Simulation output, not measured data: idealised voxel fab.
The following process module bears the name voxel trench capacitor.
In the cross-section labelled cut, the width is 265 nm and each square cell is 5 nm.
Cross-section format: a grid of square cells, given as bands from top to bottom; each band is one or more rows of cells. Each band's line starts with the height of the band's top and of its bottom, in nm. Then come its materials from left to right, each with its width in nm. One material with "full width" fills the band from edge to edge. "blank" is empty space. Where do heights start? At 0: under that level the wafer as delivered is made of one material only. And the lowest band has no floor; it just carries on downward, as in "0 and below". Width "30..40": first value at the band's top row of cells, second value at its bottom row, equal change from row to row. Where a step carries "no change", the cross-section came out of it unchanged, cell for cell. For the entry "Closed void entries", the listed items are empty spaces with no open way to the top whose size is 8 cells or more; each item follows the pattern width x height at distance, where distance is from the left edge and all three are in nm. Note: text after step settings on the step line = simulator remark on that step. A step's line can hold "overlay nm"; with a mask on that step, the setting says how far right of the planned place the mask lay, while a negative setting says it lay to the left. Read each pair as before and after one process step. The after cross-section shows only down to the lowest band that changed. The step between them and its settings are given below the pair. Pairs can come from different runs of this module on the same starting wafer. A pair continues from the pair above only where its "Pre-process state" entry says so.
PRE-PROCESS STATE
0 and below | Si full width
Closed void entries: none
AFTER THE STEP
10 down to 0 | SiN full width
Below a height of 0, the structure has not been altered.
Closed void entries: none
The before and after cross-sections above are linked by CONFORMAL_DEP, material SiN, thk nm 10
Pre-process state: the state before this step is the cross-section shown after the step in the pair just above.
AFTER THE STEP
25 down to 10 | aC full width
Below a height of 10, the structure has not been altered.
Closed void entries: none
The before and after cross-sections above are linked by DIRECTIONAL_DEP, material aC, thk nm 15
Pre-process state: the state before this step is the cross-section shown after the step in the pair just above.
AFTER THE STEP
60 down to 25 | 75 nm resist  20 nm blank  25 nm resist  20 nm blank  25 nm resist  20 nm blank  80 nm resist
Below a height of 25, the structure has not been altered.
Closed void entries: none
The before and after cross-sections above are linked by PATTERN, tone open, mask id TRENCH, material resist, width nm 20, pitch nm 45, thk nm 35, overlay nm 0
Pre-process state: the state before this step is the cross-section shown after the step in the pair just above.
AFTER THE STEP
45 down to 25 | 75 nm resist  20 nm blank  25 nm resist  20 nm blank  25 nm resist  20 nm blank  80 nm resist
25 down to 10 | 75 nm aC  20 nm blank  25 nm aC  20 nm blank  25 nm aC  20 nm blank  80 nm aC
Below a height of 10, the structure has not been altered.
Closed void entries: none
The before and after cross-sections above are linked by DIRECTIONAL_ETCH, etch materials aC, depth nm 15
Pre-process state: the state before this step is the cross-section shown after the step in the pair just above.
AFTER THE STEP
25 down to 10 | 75 nm aC  20 nm blank  25 nm aC  20 nm blank  25 nm aC  20 nm blank  80 nm aC
Below a height of 10, the structure has not been altered.
Closed void entries: none
The before and after cross-sections above are linked by STRIP, etch materials resist
Pre-process state: the state before this step is the cross-section shown after the step in the pair just above.
AFTER THE STEP
25 down to 10 | 75 nm aC  20 nm blank  25 nm aC  20 nm blank  25 nm aC  20 nm blank  80 nm aC
10 down to 0 | 75 nm SiN  20 nm blank  25 nm SiN  20 nm blank  25 nm SiN  20 nm blank  80 nm SiN
Below a height of 0, the structure has not been altered.
Closed void entries: none
The before and after cross-sections above are linked by DIRECTIONAL_ETCH, etch materials SiN, depth nm 10
Pre-process state: the state before this step is the cross-section shown after the step in the pair just above.
AFTER THE STEP
25 down to 10 | 75 nm aC  20 nm blank  25 nm aC  20 nm blank  25 nm aC  20 nm blank  80 nm aC
10 down to 0 | 75 nm SiN  20 nm blank  25 nm SiN  20 nm blank  25 nm SiN  20 nm blank  80 nm SiN
0 down to -40 | 75 nm Si  20 nm blank  25 nm Si  20 nm blank  25 nm Si  20 nm blank  80 nm Si
Below a height of -40, the structure has not been altered.
Closed void entries: none
The before and after cross-sections above are linked by DIRECTIONAL_ETCH, etch materials Si, depth nm 40
Pre-process state: the state before this step is the cross-section shown after the step in the pair just above.
AFTER THE STEP
10 down to 0 | 75 nm SiN  20 nm blank  25 nm SiN  20 nm blank  25 nm SiN  20 nm blank  80 nm SiN
Below a height of 0, the structure has not been altered.
Closed void entries: none
The before and after cross-sections above are linked by STRIP, etch materials aC
Pre-process state: the state before this step is the cross-section shown after the step in the pair just above.
AFTER THE STEP
15 down to 10 | 80 nm Al2O3  10 nm blank  35 nm Al2O3  10 nm blank  35 nm Al2O3  10 nm blank  85 nm Al2O3
10 down to 0 | 75 nm SiN  5 nm Al2O3  10 nm blank  5 nm Al2O3  25 nm SiN  5 nm Al2O3  10 nm blank  5 nm Al2O3  25 nm SiN  5 nm Al2O3  10 nm blank  5 nm Al2O3  80 nm SiN
0 down to -35 | 75 nm Si  5 nm Al2O3  10 nm blank  5 nm Al2O3  25 nm Si  5 nm Al2O3  10 nm blank  5 nm Al2O3  25 nm Si  5 nm Al2O3  10 nm blank  5 nm Al2O3  80 nm Si
-35 down to -40 | 75 nm Si  20 nm Al2O3  25 nm Si  20 nm Al2O3  25 nm Si  20 nm Al2O3  80 nm Si
Below a height of -40, the structure has not been altered.
Closed void entries: none
The before and after cross-sections above are linked by CONFORMAL_DEP, material Al2O3, thk nm 5
Pre-process state: the state before this step is the cross-section shown after the step in the pair just above.
AFTER THE STEP
20 down to 15 | polySi full width
15 down to 10 | 80 nm Al2O3  10 nm polySi  35 nm Al2O3  10 nm polySi  35 nm Al2O3  10 nm polySi  85 nm Al2O3
10 down to 0 | 75 nm SiN  5 nm Al2O3  10 nm polySi  5 nm Al2O3  25 nm SiN  5 nm Al2O3  10 nm polySi  5 nm Al2O3  25 nm SiN  5 nm Al2O3  10 nm polySi  5 nm Al2O3  80 nm SiN
0 down to -35 | 75 nm Si  5 nm Al2O3  10 nm polySi  5 nm Al2O3  25 nm Si  5 nm Al2O3  10 nm polySi  5 nm Al2O3  25 nm Si  5 nm Al2O3  10 nm polySi  5 nm Al2O3  80 nm Si
Below a height of -35, the structure has not been altered.
Closed void entries: none
The before and after cross-sections above are linked by FILL_DEP, material polySi, thk nm 5
Pre-process state: the state before this step is the cross-section shown after the step in the pair just above.
AFTER THE STEP
10 down to 0 | 75 nm SiN  5 nm Al2O3  10 nm polySi  5 nm Al2O3  25 nm SiN  5 nm Al2O3  10 nm polySi  5 nm Al2O3  25 nm SiN  5 nm Al2O3  10 nm polySi  5 nm Al2O3  80 nm SiN
Below a height of 0, the structure has not been altered.
Closed void entries: none
The before and after cross-sections above are linked by CMP, height nm 10
PRE-PROCESS STATE
45 down to 25 | 75 nm resist  20 nm blank  25 nm resist  20 nm blank  25 nm resist  20 nm blank  80 nm resist
25 down to 10 | 75 nm aC  20 nm blank  25 nm aC  20 nm blank  25 nm aC  20 nm blank  80 nm aC
10 down to 0 | SiN full width
0 and below | Si full width
Closed void entries: none
AFTER THE STEP
45 down to 25 | 75 nm resist  20 nm blank  25 nm resist  20 nm blank  25 nm resist  20 nm blank  80 nm resist
25 down to 10 | 75 nm aC  20 nm blank  25 nm aC  20 nm blank  25 nm aC  20 nm blank  80 nm aC
10 down to 0 | 75 nm SiN  20 nm blank  25 nm SiN  20 nm blank  25 nm SiN  20 nm blank  80 nm SiN
Below a height of 0, the structure has not been altered.
Closed void entries: none
The before and after cross-sections above are linked by DIRECTIONAL_ETCH, etch materials SiN, depth nm 10
Pre-process state: the state before this step is the cross-section shown after the step in the pair just above.
AFTER THE STEP
45 down to 25 | 75 nm resist  20 nm blank  25 nm resist  20 nm blank  25 nm resist  20 nm blank  80 nm resist
25 down to 10 | 75 nm aC  20 nm blank  25 nm aC  20 nm blank  25 nm aC  20 nm blank  80 nm aC
10 down to 0 | 75 nm SiN  20 nm blank  25 nm SiN  20 nm blank  25 nm SiN  20 nm blank  80 nm SiN
0 down to -40 | 75 nm Si  20 nm blank  25 nm Si  20 nm blank  25 nm Si  20 nm blank  80 nm Si
Below a height of -40, the structure has not been altered.
Closed void entries: none
The before and after cross-sections above are linked by DIRECTIONAL_ETCH, etch materials Si, depth nm 40
Pre-process state: the state before this step is the cross-section shown after the step in the pair just above.
AFTER THE STEP
10 down to 0 | 75 nm SiN  20 nm blank  25 nm SiN  20 nm blank  25 nm SiN  20 nm blank  80 nm SiN
Below a height of 0, the structure has not been altered.
Closed void entries: none
The before and after cross-sections above are linked by STRIP, etch materials aC
PRE-PROCESS STATE
25 down to 10 | 75 nm aC  20 nm blank  25 nm aC  20 nm blank  25 nm aC  20 nm blank  80 nm aC
10 down to 0 | 75 nm SiN  20 nm blank  25 nm SiN  20 nm blank  25 nm SiN  20 nm blank  80 nm SiN
0 down to -40 | 75 nm Si  20 nm blank  25 nm Si  20 nm blank  25 nm Si  20 nm blank  80 nm Si
-40 and below | Si full width
Closed void entries: none
AFTER THE STEP
30 down to 25 | 80 nm Al2O3  10 nm blank  35 nm Al2O3  10 nm blank  35 nm Al2O3  10 nm blank  85 nm Al2O3
25 down to 10 | 75 nm aC  5 nm Al2O3  10 nm blank  5 nm Al2O3  25 nm aC  5 nm Al2O3  10 nm blank  5 nm Al2O3  25 nm aC  5 nm Al2O3  10 nm blank  5 nm Al2O3  80 nm aC
10 down to 0 | 75 nm SiN  5 nm Al2O3  10 nm blank  5 nm Al2O3  25 nm SiN  5 nm Al2O3  10 nm blank  5 nm Al2O3  25 nm SiN  5 nm Al2O3  10 nm blank  5 nm Al2O3  80 nm SiN
0 down to -35 | 75 nm Si  5 nm Al2O3  10 nm blank  5 nm Al2O3  25 nm Si  5 nm Al2O3  10 nm blank  5 nm Al2O3  25 nm Si  5 nm Al2O3  10 nm blank  5 nm Al2O3  80 nm Si
-35 down to -40 | 75 nm Si  20 nm Al2O3  25 nm Si  20 nm Al2O3  25 nm Si  20 nm Al2O3  80 nm Si
Below a height of -40, the structure has not been altered.
Closed void entries: none
The before and after cross-sections above are linked by CONFORMAL_DEP, material Al2O3, thk nm 5
Pre-process state: the state before this step is the cross-section shown after the step in the pair just above.
AFTER THE STEP
35 down to 30 | polySi full width
30 down to 25 | 80 nm Al2O3  10 nm polySi  35 nm Al2O3  10 nm polySi  35 nm Al2O3  10 nm polySi  85 nm Al2O3
25 down to 10 | 75 nm aC  5 nm Al2O3  10 nm polySi  5 nm Al2O3  25 nm aC  5 nm Al2O3  10 nm polySi  5 nm Al2O3  25 nm aC  5 nm Al2O3  10 nm polySi  5 nm Al2O3  80 nm aC
10 down to 0 | 75 nm SiN  5 nm Al2O3  10 nm polySi  5 nm Al2O3  25 nm SiN  5 nm Al2O3  10 nm polySi  5 nm Al2O3  25 nm SiN  5 nm Al2O3  10 nm polySi  5 nm Al2O3  80 nm SiN
0 down to -35 | 75 nm Si  5 nm Al2O3  10 nm polySi  5 nm Al2O3  25 nm Si  5 nm Al2O3  10 nm polySi  5 nm Al2O3  25 nm Si  5 nm Al2O3  10 nm polySi  5 nm Al2O3  80 nm Si
Below a height of -35, the structure has not been altered.
Closed void entries: none
The before and after cross-sections above are linked by FILL_DEP, material polySi, thk nm 5
Pre-process state: the state before this step is the cross-section shown after the step in the pair just above.
AFTER THE STEP
10 down to 0 | 75 nm SiN  5 nm Al2O3  10 nm polySi  5 nm Al2O3  25 nm SiN  5 nm Al2O3  10 nm polySi  5 nm Al2O3  25 nm SiN  5 nm Al2O3  10 nm polySi  5 nm Al2O3  80 nm SiN
Below a height of 0, the structure has not been altered.
Closed void entries: none
The before and after cross-sections above are linked by CMP, height nm 10
PRE-PROCESS STATE
25 down to 10 | 75 nm aC  20 nm blank  25 nm aC  20 nm blank  25 nm aC  20 nm blank  80 nm aC
10 down to 0 | 75 nm SiN  20 nm blank  25 nm SiN  20 nm blank  25 nm SiN  20 nm blank  80 nm SiN
0 and below | Si full width
Closed void entries: none
AFTER THE STEP
25 down to 10 | 75 nm aC  20 nm blank  25 nm aC  20 nm blank  25 nm aC  20 nm blank  80 nm aC
10 down to 0 | 75 nm SiN  20 nm blank  25 nm SiN  20 nm blank  25 nm SiN  20 nm blank  80 nm SiN
0 down to -50 | 75 nm Si  20 nm blank  25 nm Si  20 nm blank  25 nm Si  20 nm blank  80 nm Si
Below a height of -50, the structure has not been altered.
Closed void entries: none
The before and after cross-sections above are linked by DIRECTIONAL_ETCH, etch materials Si, depth nm 50
Pre-process state: the state before this step is the cross-section shown after the step in the pair just above.
AFTER THE STEP
10 down to 0 | 75 nm SiN  20 nm blank  25 nm SiN  20 nm blank  25 nm SiN  20 nm blank  80 nm SiN
Below a height of 0, the structure has not been altered.
Closed void entries: none
The before and after cross-sections above are linked by STRIP, etch materials aC
Pre-process state: the state before this step is the cross-section shown after the step in the pair just above.
AFTER THE STEP
15 down to 10 | 80 nm Al2O3  10 nm blank  35 nm Al2O3  10 nm blank  35 nm Al2O3  10 nm blank  85 nm Al2O3
10 down to 0 | 75 nm SiN  5 nm Al2O3  10 nm blank  5 nm Al2O3  25 nm SiN  5 nm Al2O3  10 nm blank  5 nm Al2O3  25 nm SiN  5 nm Al2O3  10 nm blank  5 nm Al2O3  80 nm SiN
0 down to -45 | 75 nm Si  5 nm Al2O3  10 nm blank  5 nm Al2O3  25 nm Si  5 nm Al2O3  10 nm blank  5 nm Al2O3  25 nm Si  5 nm Al2O3  10 nm blank  5 nm Al2O3  80 nm Si
-45 down to -50 | 75 nm Si  20 nm Al2O3  25 nm Si  20 nm Al2O3  25 nm Si  20 nm Al2O3  80 nm Si
Below a height of -50, the structure has not been altered.
Closed void entries: none
The before and after cross-sections above are linked by CONFORMAL_DEP, material Al2O3, thk nm 5
Pre-process state: the state before this step is the cross-section shown after the step in the pair just above.
AFTER THE STEP
20 down to 15 | polySi full width
15 down to 10 | 80 nm Al2O3  10 nm polySi  35 nm Al2O3  10 nm polySi  35 nm Al2O3  10 nm polySi  85 nm Al2O3
10 down to 0 | 75 nm SiN  5 nm Al2O3  10 nm polySi  5 nm Al2O3  25 nm SiN  5 nm Al2O3  10 nm polySi  5 nm Al2O3  25 nm SiN  5 nm Al2O3  10 nm polySi  5 nm Al2O3  80 nm SiN
0 down to -45 | 75 nm Si  5 nm Al2O3  10 nm polySi  5 nm Al2O3  25 nm Si  5 nm Al2O3  10 nm polySi  5 nm Al2O3  25 nm Si  5 nm Al2O3  10 nm polySi  5 nm Al2O3  80 nm Si
Below a height of -45, the structure has not been altered.
Closed void entries: none
The before and after cross-sections above are linked by FILL_DEP, material polySi, thk nm 5
Pre-process state: the state before this step is the cross-section shown after the step in the pair just above.
AFTER THE STEP
10 down to 0 | 75 nm SiN  5 nm Al2O3  10 nm polySi  5 nm Al2O3  25 nm SiN  5 nm Al2O3  10 nm polySi  5 nm Al2O3  25 nm SiN  5 nm Al2O3  10 nm polySi  5 nm Al2O3  80 nm SiN
Below a height of 0, the structure has not been altered.
Closed void entries: none
The before and after cross-sections above are linked by CMP, height nm 10
PRE-PROCESS STATE
25 down to 10 | aC full width
10 down to 0 | SiN full width
0 and below | Si full width
Closed void entries: none
AFTER THE STEP
60 down to 25 | 75 nm resist  25 nm blank  20 nm resist  25 nm blank  20 nm resist  25 nm blank  75 nm resist
Below a height of 25, the structure has not been altered.
Closed void entries: none
The before and after cross-sections above are linked by PATTERN, tone open, mask id TRENCH, material resist, width nm 25, pitch nm 45, thk nm 35, overlay nm 0
Pre-process state: the state before this step is the cross-section shown after the step in the pair just above.
AFTER THE STEP
45 down to 25 | 75 nm resist  25 nm blank  20 nm resist  25 nm blank  20 nm resist  25 nm blank  75 nm resist
25 down to 10 | 75 nm aC  25 nm blank  20 nm aC  25 nm blank  20 nm aC  25 nm blank  75 nm aC
Below a height of 10, the structure has not been altered.
Closed void entries: none
The before and after cross-sections above are linked by DIRECTIONAL_ETCH, etch materials aC, depth nm 15
Pre-process state: the state before this step is the cross-section shown after the step in the pair just above.
AFTER THE STEP
25 down to 10 | 75 nm aC  25 nm blank  20 nm aC  25 nm blank  20 nm aC  25 nm blank  75 nm aC
Below a height of 10, the structure has not been altered.
Closed void entries: none
The before and after cross-sections above are linked by STRIP, etch materials resist
Pre-process state: the state before this step is the cross-section shown after the step in the pair just above.
AFTER THE STEP
25 down to 10 | 75 nm aC  25 nm blank  20 nm aC  25 nm blank  20 nm aC  25 nm blank  75 nm aC
10 down to 0 | 75 nm SiN  25 nm blank  20 nm SiN  25 nm blank  20 nm SiN  25 nm blank  75 nm SiN
Below a height of 0, the structure has not been altered.
Closed void entries: none
The before and after cross-sections above are linked by DIRECTIONAL_ETCH, etch materials SiN, depth nm 10
Pre-process state: the state before this step is the cross-section shown after the step in the pair just above.
AFTER THE STEP
25 down to 10 | 75 nm aC  25 nm blank  20 nm aC  25 nm blank  20 nm aC  25 nm blank  75 nm aC
10 down to 0 | 75 nm SiN  25 nm blank  20 nm SiN  25 nm blank  20 nm SiN  25 nm blank  75 nm SiN
0 down to -40 | 75 nm Si  25 nm blank  20 nm Si  25 nm blank  20 nm Si  25 nm blank  75 nm Si
Below a height of -40, the structure has not been altered.
Closed void entries: none
The before and after cross-sections above are linked by DIRECTIONAL_ETCH, etch materials Si, depth nm 40
Pre-process state: the state before this step is the cross-section shown after the step in the pair just above.
AFTER THE STEP
10 down to 0 | 75 nm SiN  25 nm blank  20 nm SiN  25 nm blank  20 nm SiN  25 nm blank  75 nm SiN
Below a height of 0, the structure has not been altered.
Closed void entries: none
The before and after cross-sections above are linked by STRIP, etch materials aC
Pre-process state: the state before this step is the cross-section shown after the step in the pair just above.
AFTER THE STEP
15 down to 10 | 80 nm Al2O3  15 nm blank  30 nm Al2O3  15 nm blank  30 nm Al2O3  15 nm blank  80 nm Al2O3
10 down to 0 | 75 nm SiN  5 nm Al2O3  15 nm blank  5 nm Al2O3  20 nm SiN  5 nm Al2O3  15 nm blank  5 nm Al2O3  20 nm SiN  5 nm Al2O3  15 nm blank  5 nm Al2O3  75 nm SiN
0 down to -35 | 75 nm Si  5 nm Al2O3  15 nm blank  5 nm Al2O3  20 nm Si  5 nm Al2O3  15 nm blank  5 nm Al2O3  20 nm Si  5 nm Al2O3  15 nm blank  5 nm Al2O3  75 nm Si
-35 down to -40 | 75 nm Si  25 nm Al2O3  20 nm Si  25 nm Al2O3  20 nm Si  25 nm Al2O3  75 nm Si
Below a height of -40, the structure has not been altered.
Closed void entries: none
The before and after cross-sections above are linked by CONFORMAL_DEP, material Al2O3, thk nm 5
Pre-process state: the state before this step is the cross-section shown after the step in the pair just above.
AFTER THE STEP
20 down to 15 | polySi full width
15 down to 10 | 80 nm Al2O3  15 nm polySi  30 nm Al2O3  15 nm polySi  30 nm Al2O3  15 nm polySi  80 nm Al2O3
10 down to 0 | 75 nm SiN  5 nm Al2O3  15 nm polySi  5 nm Al2O3  20 nm SiN  5 nm Al2O3  15 nm polySi  5 nm Al2O3  20 nm SiN  5 nm Al2O3  15 nm polySi  5 nm Al2O3  75 nm SiN
0 down to -35 | 75 nm Si  5 nm Al2O3  15 nm polySi  5 nm Al2O3  20 nm Si  5 nm Al2O3  15 nm polySi  5 nm Al2O3  20 nm Si  5 nm Al2O3  15 nm polySi  5 nm Al2O3  75 nm Si
Below a height of -35, the structure has not been altered.
Closed void entries: none
The before and after cross-sections above are linked by FILL_DEP, material polySi, thk nm 5
Pre-process state: the state before this step is the cross-section shown after the step in the pair just above.
AFTER THE STEP
10 down to 0 | 75 nm SiN  5 nm Al2O3  15 nm polySi  5 nm Al2O3  20 nm SiN  5 nm Al2O3  15 nm polySi  5 nm Al2O3  20 nm SiN  5 nm Al2O3  15 nm polySi  5 nm Al2O3  75 nm SiN
Below a height of 0, the structure has not been altered.
Closed void entries: none
The before and after cross-sections above are linked by CMP, height nm 10
PRE-PROCESS STATE
25 down to 10 | aC full width
10 down to 0 | SiN full width
0 and below | Si full width
Closed void entries: none
AFTER THE STEP
60 down to 25 | 80 nm resist  20 nm blank  25 nm resist  20 nm blank  25 nm resist  20 nm blank  75 nm resist
Below a height of 25, the structure has not been altered.
Closed void entries: none
The before and after cross-sections above are linked by PATTERN, tone open, mask id TRENCH, material resist, width nm 20, pitch nm 45, thk nm 35, overlay nm 5
Pre-process state: the state before this step is the cross-section shown after the step in the pair just above.
AFTER THE STEP
45 down to 25 | 80 nm resist  20 nm blank  25 nm resist  20 nm blank  25 nm resist  20 nm blank  75 nm resist
25 down to 10 | 80 nm aC  20 nm blank  25 nm aC  20 nm blank  25 nm aC  20 nm blank  75 nm aC
Below a height of 10, the structure has not been altered.
Closed void entries: none
The before and after cross-sections above are linked by DIRECTIONAL_ETCH, etch materials aC, depth nm 15
Pre-process state: the state before this step is the cross-section shown after the step in the pair just above.
AFTER THE STEP
25 down to 10 | 80 nm aC  20 nm blank  25 nm aC  20 nm blank  25 nm aC  20 nm blank  75 nm aC
Below a height of 10, the structure has not been altered.
Closed void entries: none
The before and after cross-sections above are linked by STRIP, etch materials resist
Pre-process state: the state before this step is the cross-section shown after the step in the pair just above.
AFTER THE STEP
25 down to 10 | 80 nm aC  20 nm blank  25 nm aC  20 nm blank  25 nm aC  20 nm blank  75 nm aC
10 down to 0 | 80 nm SiN  20 nm blank  25 nm SiN  20 nm blank  25 nm SiN  20 nm blank  75 nm SiN
Below a height of 0, the structure has not been altered.
Closed void entries: none
The before and after cross-sections above are linked by DIRECTIONAL_ETCH, etch materials SiN, depth nm 10
Pre-process state: the state before this step is the cross-section shown after the step in the pair just above.
AFTER THE STEP
25 down to 10 | 80 nm aC  20 nm blank  25 nm aC  20 nm blank  25 nm aC  20 nm blank  75 nm aC
10 down to 0 | 80 nm SiN  20 nm blank  25 nm SiN  20 nm blank  25 nm SiN  20 nm blank  75 nm SiN
0 down to -40 | 80 nm Si  20 nm blank  25 nm Si  20 nm blank  25 nm Si  20 nm blank  75 nm Si
Below a height of -40, the structure has not been altered.
Closed void entries: none
The before and after cross-sections above are linked by DIRECTIONAL_ETCH, etch materials Si, depth nm 40
Pre-process state: the state before this step is the cross-section shown after the step in the pair just above.
AFTER THE STEP
10 down to 0 | 80 nm SiN  20 nm blank  25 nm SiN  20 nm blank  25 nm SiN  20 nm blank  75 nm SiN
Below a height of 0, the structure has not been altered.
Closed void entries: none
The before and after cross-sections above are linked by STRIP, etch materials aC
Pre-process state: the state before this step is the cross-section shown after the step in the pair just above.
AFTER THE STEP
15 down to 10 | 85 nm Al2O3  10 nm blank  35 nm Al2O3  10 nm blank  35 nm Al2O3  10 nm blank  80 nm Al2O3
10 down to 0 | 80 nm SiN  5 nm Al2O3  10 nm blank  5 nm Al2O3  25 nm SiN  5 nm Al2O3  10 nm blank  5 nm Al2O3  25 nm SiN  5 nm Al2O3  10 nm blank  5 nm Al2O3  75 nm SiN
0 down to -35 | 80 nm Si  5 nm Al2O3  10 nm blank  5 nm Al2O3  25 nm Si  5 nm Al2O3  10 nm blank  5 nm Al2O3  25 nm Si  5 nm Al2O3  10 nm blank  5 nm Al2O3  75 nm Si
-35 down to -40 | 80 nm Si  20 nm Al2O3  25 nm Si  20 nm Al2O3  25 nm Si  20 nm Al2O3  75 nm Si
Below a height of -40, the structure has not been altered.
Closed void entries: none
The before and after cross-sections above are linked by CONFORMAL_DEP, material Al2O3, thk nm 5
Pre-process state: the state before this step is the cross-section shown after the step in the pair just above.
AFTER THE STEP
20 down to 15 | polySi full width
15 down to 10 | 85 nm Al2O3  10 nm polySi  35 nm Al2O3  10 nm polySi  35 nm Al2O3  10 nm polySi  80 nm Al2O3
10 down to 0 | 80 nm SiN  5 nm Al2O3  10 nm polySi  5 nm Al2O3  25 nm SiN  5 nm Al2O3  10 nm polySi  5 nm Al2O3  25 nm SiN  5 nm Al2O3  10 nm polySi  5 nm Al2O3  75 nm SiN
0 down to -35 | 80 nm Si  5 nm Al2O3  10 nm polySi  5 nm Al2O3  25 nm Si  5 nm Al2O3  10 nm polySi  5 nm Al2O3  25 nm Si  5 nm Al2O3  10 nm polySi  5 nm Al2O3  75 nm Si
Below a height of -35, the structure has not been altered.
Closed void entries: none
The before and after cross-sections above are linked by FILL_DEP, material polySi, thk nm 5
Pre-process state: the state before this step is the cross-section shown after the step in the pair just above.
AFTER THE STEP
10 down to 0 | 80 nm SiN  5 nm Al2O3  10 nm polySi  5 nm Al2O3  25 nm SiN  5 nm Al2O3  10 nm polySi  5 nm Al2O3  25 nm SiN  5 nm Al2O3  10 nm polySi  5 nm Al2O3  75 nm SiN
Below a height of 0, the structure has not been altered.
Closed void entries: none
The before and after cross-sections above are linked by CMP, height nm 10
PRE-PROCESS STATE
15 down to 10 | 80 nm Al2O3  10 nm blank  35 nm Al2O3  10 nm blank  35 nm Al2O3  10 nm blank  85 nm Al2O3
10 down to 0 | 75 nm SiN  5 nm Al2O3  10 nm blank  5 nm Al2O3  25 nm SiN  5 nm Al2O3  10 nm blank  5 nm Al2O3  25 nm SiN  5 nm Al2O3  10 nm blank  5 nm Al2O3  80 nm SiN
0 down to -35 | 75 nm Si  5 nm Al2O3  10 nm blank  5 nm Al2O3  25 nm Si  5 nm Al2O3  10 nm blank  5 nm Al2O3  25 nm Si  5 nm Al2O3  10 nm blank  5 nm Al2O3  80 nm Si
-35 down to -40 | 75 nm Si  20 nm Al2O3  25 nm Si  20 nm Al2O3  25 nm Si  20 nm Al2O3  80 nm Si
-40 and below | Si full width
Closed void entries: none
AFTER THE STEP
20 down to 15 | SiN full width
15 down to 10 | 80 nm Al2O3  10 nm SiN  35 nm Al2O3  10 nm SiN  35 nm Al2O3  10 nm SiN  85 nm Al2O3
10 down to 0 | 75 nm SiN  5 nm Al2O3  10 nm SiN  5 nm Al2O3  25 nm SiN  5 nm Al2O3  10 nm SiN  5 nm Al2O3  25 nm SiN  5 nm Al2O3  10 nm SiN  5 nm Al2O3  80 nm SiN
0 down to -35 | 75 nm Si  5 nm Al2O3  10 nm SiN  5 nm Al2O3  25 nm Si  5 nm Al2O3  10 nm SiN  5 nm Al2O3  25 nm Si  5 nm Al2O3  10 nm SiN  5 nm Al2O3  80 nm Si
Below a height of -35, the structure has not been altered.
Closed void entries: none
The before and after cross-sections above are linked by FILL_DEP, material SiN, thk nm 5
Pre-process state: the state before this step is the cross-section shown after the step in the pair just above.
AFTER THE STEP
10 down to 0 | 75 nm SiN  5 nm Al2O3  10 nm SiN  5 nm Al2O3  25 nm SiN  5 nm Al2O3  10 nm SiN  5 nm Al2O3  25 nm SiN  5 nm Al2O3  10 nm SiN  5 nm Al2O3  80 nm SiN
Below a height of 0, the structure has not been altered.
Closed void entries: none
The before and after cross-sections above are linked by CMP, height nm 10
PRE-PROCESS STATE
25 down to 10 | aC full width
10 down to 0 | SiN full width
0 and below | Si full width
Closed void entries: none
AFTER THE STEP
60 down to 25 | 75 nm blank  20 nm resist  25 nm blank  20 nm resist  25 nm blank  20 nm resist  80 nm blank
Below a height of 25, the structure has not been altered.
Closed void entries: none
The before and after cross-sections above are linked by PATTERN, tone cover, mask id TRENCH, material resist, width nm 20, pitch nm 45, thk nm 35, overlay nm 0
Pre-process state: the state before this step is the cross-section shown after the step in the pair just above.
AFTER THE STEP
45 down to 25 | 75 nm blank  20 nm resist  25 nm blank  20 nm resist  25 nm blank  20 nm resist  80 nm blank
25 down to 10 | 75 nm blank  20 nm aC  25 nm blank  20 nm aC  25 nm blank  20 nm aC  80 nm blank
Below a height of 10, the structure has not been altered.
Closed void entries: none
The before and after cross-sections above are linked by DIRECTIONAL_ETCH, etch materials aC, depth nm 15
Pre-process state: the state before this step is the cross-section shown after the step in the pair just above.
AFTER THE STEP
25 down to 10 | 75 nm blank  20 nm aC  25 nm blank  20 nm aC  25 nm blank  20 nm aC  80 nm blank
Below a height of 10, the structure has not been altered.
Closed void entries: none
The before and after cross-sections above are linked by STRIP, etch materials resist
Pre-process state: the state before this step is the cross-section shown after the step in the pair just above.
AFTER THE STEP
25 down to 10 | 75 nm blank  20 nm aC  25 nm blank  20 nm aC  25 nm blank  20 nm aC  80 nm blank
10 down to 0 | 75 nm blank  20 nm SiN  25 nm blank  20 nm SiN  25 nm blank  20 nm SiN  80 nm blank
Below a height of 0, the structure has not been altered.
Closed void entries: none
The before and after cross-sections above are linked by DIRECTIONAL_ETCH, etch materials SiN, depth nm 10
Pre-process state: the state before this step is the cross-section shown after the step in the pair just above.
AFTER THE STEP
25 down to 10 | 75 nm blank  20 nm aC  25 nm blank  20 nm aC  25 nm blank  20 nm aC  80 nm blank
10 down to 0 | 75 nm blank  20 nm SiN  25 nm blank  20 nm SiN  25 nm blank  20 nm SiN  80 nm blank
0 down to -40 | 75 nm blank  20 nm Si  25 nm blank  20 nm Si  25 nm blank  20 nm Si  80 nm blank
Below a height of -40, the structure has not been altered.
Closed void entries: none
The before and after cross-sections above are linked by DIRECTIONAL_ETCH, etch materials Si, depth nm 40
Pre-process state: the state before this step is the cross-section shown after the step in the pair just above.
AFTER THE STEP
10 down to 0 | 75 nm blank  20 nm SiN  25 nm blank  20 nm SiN  25 nm blank  20 nm SiN  80 nm blank
Below a height of 0, the structure has not been altered.
Closed void entries: none
The before and after cross-sections above are linked by STRIP, etch materials aC
Pre-process state: the state before this step is the cross-section shown after the step in the pair just above.
AFTER THE STEP
15 down to 10 | 70 nm blank  30 nm Al2O3  15 nm blank  30 nm Al2O3  15 nm blank  30 nm Al2O3  75 nm blank
10 down to 0 | 70 nm blank  5 nm Al2O3  20 nm SiN  5 nm Al2O3  15 nm blank  5 nm Al2O3  20 nm SiN  5 nm Al2O3  15 nm blank  5 nm Al2O3  20 nm SiN  5 nm Al2O3  75 nm blank
0 down to -35 | 70 nm blank  5 nm Al2O3  20 nm Si  5 nm Al2O3  15 nm blank  5 nm Al2O3  20 nm Si  5 nm Al2O3  15 nm blank  5 nm Al2O3  20 nm Si  5 nm Al2O3  75 nm blank
-35 down to -40 | 75 nm Al2O3  20 nm Si  25 nm Al2O3  20 nm Si  25 nm Al2O3  20 nm Si  80 nm Al2O3
Below a height of -40, the structure has not been altered.
Closed void entries: none
The before and after cross-sections above are linked by CONFORMAL_DEP, material Al2O3, thk nm 5
